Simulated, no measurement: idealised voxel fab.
process module | voxel self aligned vias
cross-section cut | 140 nm wide | cells 5 nm
A cross-section is a grid of square cells, given in bands from the top down. A band is one or more rows of cells.
Each band's line starts with the height of the band's top and of its bottom, in nm. Then come its materials from left to right, each with its width in nm. One material with "throughout" fills the band from edge to edge. "air" is empty space.
Height 0 is the level under which the wafer as received is all one material. The lowest band goes on downwards, as in "0 down".
A width such as "30 to 40" changes by the same amount from each row of cells to the next, from the band's top row to its bottom row.
"no change" after a step means that no cell of the cross-section changed.
closed voids: empty space of 8 cells or more with no open way to the top, each as width x height at its distance from the left edge, in nm
after a step's settings: what the simulator itself notes on the step
overlay nm, on a step with a mask: how far to the right of its planned place the mask lay; to the left if negative
plan
1 op RECEIVE | material Si
2 op CONFORMAL_DEP | material SiO2 | thk nm 10
3 op CONFORMAL_DEP | material SiCN | thk nm 5
4 op DIRECTIONAL_DEP | material lowk | thk nm 30
5 op PATTERN | tone open | mask id LINES | material resist | width nm 30 | pitch nm 55 | thk nm 20 | overlay nm 0
6 op DIRECTIONAL_ETCH | etch materials lowk | depth nm 30
7 op STRIP | etch materials resist
8 op CONFORMAL_DEP | material TiN | thk nm 5
9 op FILL_DEP | material W | thk nm 10
10 op CMP | height nm 45
11 op SELECTIVE_ETCH | etch materials W Ru TiN | depth nm 5
12 op FILL_DEP | material SiN | thk nm 5
13 op CMP | height nm 45
14 op DIRECTIONAL_DEP | material lowk | thk nm 20
15 op DIRECTIONAL_DEP | material aC | thk nm 15
16 op PATTERN | tone open | mask id VIAS | material resist | width nm 40 | thk nm 30 | overlay nm 0
17 op DIRECTIONAL_ETCH | etch materials aC | depth nm 15
18 op STRIP | etch materials resist
19 op DIRECTIONAL_ETCH | etch materials lowk | depth nm 20
20 op DIRECTIONAL_ETCH | etch materials SiN | depth nm 5
21 op STRIP | etch materials aC
22 op CONFORMAL_DEP | material TiN | thk nm 5
23 op FILL_DEP | material W | thk nm 5
24 op CMP | height nm 65
25 op CONFORMAL_DEP | material SiN | thk nm 5
first wafer, as planned
as received, after step 1
  0 down: Si throughout
  closed voids: none
after step 2
  10 to 0: SiO2 throughout
  below 0: unchanged
after step 3
  15 to 10: SiCN throughout
  below 10: unchanged
after step 4
  45 to 15: lowk throughout
  below 15: unchanged
after step 5
  65 to 45: resist 25 | air 30 | resist 25 | air 30 | resist 30
  below 45: unchanged
after step 6
  65 to 45: resist 25 | air 30 | resist 25 | air 30 | resist 30
  45 to 15: lowk 25 | air 30 | lowk 25 | air 30 | lowk 30
  below 15: unchanged
after step 7
  45 to 15: lowk 25 | air 30 | lowk 25 | air 30 | lowk 30
  below 15: unchanged
after step 8
  50 to 45: TiN 30 | air 20 | TiN 35 | air 20 | TiN 35
  45 to 20: lowk 25 | TiN 5 | air 20 | TiN 5 | lowk 25 | TiN 5 | air 20 | TiN 5 | lowk 30
  20 to 15: lowk 25 | TiN 30 | lowk 25 | TiN 30 | lowk 30
  below 15: unchanged
after step 9
  60 to 50: W throughout
  50 to 45: TiN 30 | W 20 | TiN 35 | W 20 | TiN 35
  45 to 20: lowk 25 | TiN 5 | W 20 | TiN 5 | lowk 25 | TiN 5 | W 20 | TiN 5 | lowk 30
  below 20: unchanged
after step 10
  45 to 20: lowk 25 | TiN 5 | W 20 | TiN 5 | lowk 25 | TiN 5 | W 20 | TiN 5 | lowk 30
  below 20: unchanged
after step 11
  45 to 40: lowk 25 | air 30 | lowk 25 | air 30 | lowk 30
  below 40: unchanged
after step 12
  50 to 45: SiN throughout
  45 to 40: lowk 25 | SiN 30 | lowk 25 | SiN 30 | lowk 30
  below 40: unchanged
after step 13
  45 to 40: lowk 25 | SiN 30 | lowk 25 | SiN 30 | lowk 30
  below 40: unchanged
after step 14
  65 to 45: lowk throughout
  below 45: unchanged
after step 15
  80 to 65: aC throughout
  below 65: unchanged
after step 16
  110 to 80: resist 20 | air 40 | resist 80
  below 80: unchanged
after step 17
  95 to 80: resist 20 | air 40 | resist 80
  80 to 65: aC 20 | air 40 | aC 80
  below 65: unchanged
after step 18
  80 to 65: aC 20 | air 40 | aC 80
  below 65: unchanged
after step 19
  80 to 65: aC 20 | air 40 | aC 80
  65 to 45: lowk 20 | air 40 | lowk 80
  below 45: unchanged
after step 20
  80 to 65: aC 20 | air 40 | aC 80
  65 to 45: lowk 20 | air 40 | lowk 80
  45 to 40: lowk 25 | air 30 | lowk 25 | SiN 30 | lowk 30
  below 40: unchanged
after step 21
  65 to 45: lowk 20 | air 40 | lowk 80
  below 45: unchanged
after step 22
  70 to 65: TiN 25 | air 30 | TiN 85
  65 to 50: lowk 20 | TiN 5 | air 30 | TiN 5 | lowk 80
  50 to 45: lowk 20 | TiN 10 | air 20 | TiN 10 | lowk 80
  45 to 40: lowk 25 | TiN 30 | lowk 25 | SiN 30 | lowk 30
  below 40: unchanged
after step 23
  75 to 70: W throughout
  70 to 65: TiN 25 | W 30 | TiN 85
  65 to 50: lowk 20 | TiN 5 | W 30 | TiN 5 | lowk 80
  50 to 45: lowk 20 | TiN 10 | W 20 | TiN 10 | lowk 80
  below 45: unchanged
after step 24
  65 to 50: lowk 20 | TiN 5 | W 30 | TiN 5 | lowk 80
  below 50: unchanged
after step 25
  70 to 65: SiN throughout
  below 65: unchanged
second wafer: like start, like plan, one mistake. Through step 2 it matches the first wafer
when step 3 should have ended
  15 to 10: SiN throughout
  below 10: unchanged
when step 4 should have ended
  45 to 15: lowk throughout
  below 15: unchanged
when step 5 should have ended
  65 to 45: resist 25 | air 30 | resist 25 | air 30 | resist 30
  below 45: unchanged
when step 6 should have ended
  65 to 45: resist 25 | air 30 | resist 25 | air 30 | resist 30
  45 to 15: lowk 25 | air 30 | lowk 25 | air 30 | lowk 30
  below 15: unchanged
when step 7 should have ended
  45 to 15: lowk 25 | air 30 | lowk 25 | air 30 | lowk 30
  below 15: unchanged
when step 8 should have ended
  50 to 45: TiN 30 | air 20 | TiN 35 | air 20 | TiN 35
  45 to 20: lowk 25 | TiN 5 | air 20 | TiN 5 | lowk 25 | TiN 5 | air 20 | TiN 5 | lowk 30
  20 to 15: lowk 25 | TiN 30 | lowk 25 | TiN 30 | lowk 30
  below 15: unchanged
when step 9 should have ended
  60 to 50: W throughout
  50 to 45: TiN 30 | W 20 | TiN 35 | W 20 | TiN 35
  45 to 20: lowk 25 | TiN 5 | W 20 | TiN 5 | lowk 25 | TiN 5 | W 20 | TiN 5 | lowk 30
  below 20: unchanged
when step 10 should have ended
  45 to 20: lowk 25 | TiN 5 | W 20 | TiN 5 | lowk 25 | TiN 5 | W 20 | TiN 5 | lowk 30
  below 20: unchanged
when step 11 should have ended
  45 to 40: lowk 25 | air 30 | lowk 25 | air 30 | lowk 30
  below 40: unchanged
when step 12 should have ended
  50 to 45: SiN throughout
  45 to 40: lowk 25 | SiN 30 | lowk 25 | SiN 30 | lowk 30
  below 40: unchanged
when step 13 should have ended
  45 to 40: lowk 25 | SiN 30 | lowk 25 | SiN 30 | lowk 30
  below 40: unchanged
when step 14 should have ended
  65 to 45: lowk throughout
  below 45: unchanged
when step 15 should have ended
  80 to 65: aC throughout
  below 65: unchanged
when step 16 should have ended
  110 to 80: resist 20 | air 40 | resist 80
  below 80: unchanged
when step 17 should have ended
  95 to 80: resist 20 | air 40 | resist 80
  80 to 65: aC 20 | air 40 | aC 80
  below 65: unchanged
when step 18 should have ended
  80 to 65: aC 20 | air 40 | aC 80
  below 65: unchanged
when step 19 should have ended
  80 to 65: aC 20 | air 40 | aC 80
  65 to 45: lowk 20 | air 40 | lowk 80
  below 45: unchanged
when step 20 should have ended
  80 to 65: aC 20 | air 40 | aC 80
  65 to 45: lowk 20 | air 40 | lowk 80
  45 to 40: lowk 25 | air 30 | lowk 25 | SiN 30 | lowk 30
  below 40: unchanged
when step 21 should have ended
  65 to 45: lowk 20 | air 40 | lowk 80
  below 45: unchanged
when step 22 should have ended
  70 to 65: TiN 25 | air 30 | TiN 85
  65 to 50: lowk 20 | TiN 5 | air 30 | TiN 5 | lowk 80
  50 to 45: lowk 20 | TiN 10 | air 20 | TiN 10 | lowk 80
  45 to 40: lowk 25 | TiN 30 | lowk 25 | SiN 30 | lowk 30
  below 40: unchanged
when step 23 should have ended
  75 to 70: W throughout
  70 to 65: TiN 25 | W 30 | TiN 85
  65 to 50: lowk 20 | TiN 5 | W 30 | TiN 5 | lowk 80
  50 to 45: lowk 20 | TiN 10 | W 20 | TiN 10 | lowk 80
  below 45: unchanged
when step 24 should have ended
  65 to 50: lowk 20 | TiN 5 | W 30 | TiN 5 | lowk 80
  below 50: unchanged
when step 25 should have ended
  70 to 65: SiN throughout
  below 65: unchanged
what went wrong: step 3 ran as: op CONFORMAL_DEP | material SiN | thk nm 5
at the end the second wafer has, in cells: 28 fewer of SiCN | 28 more of SiN
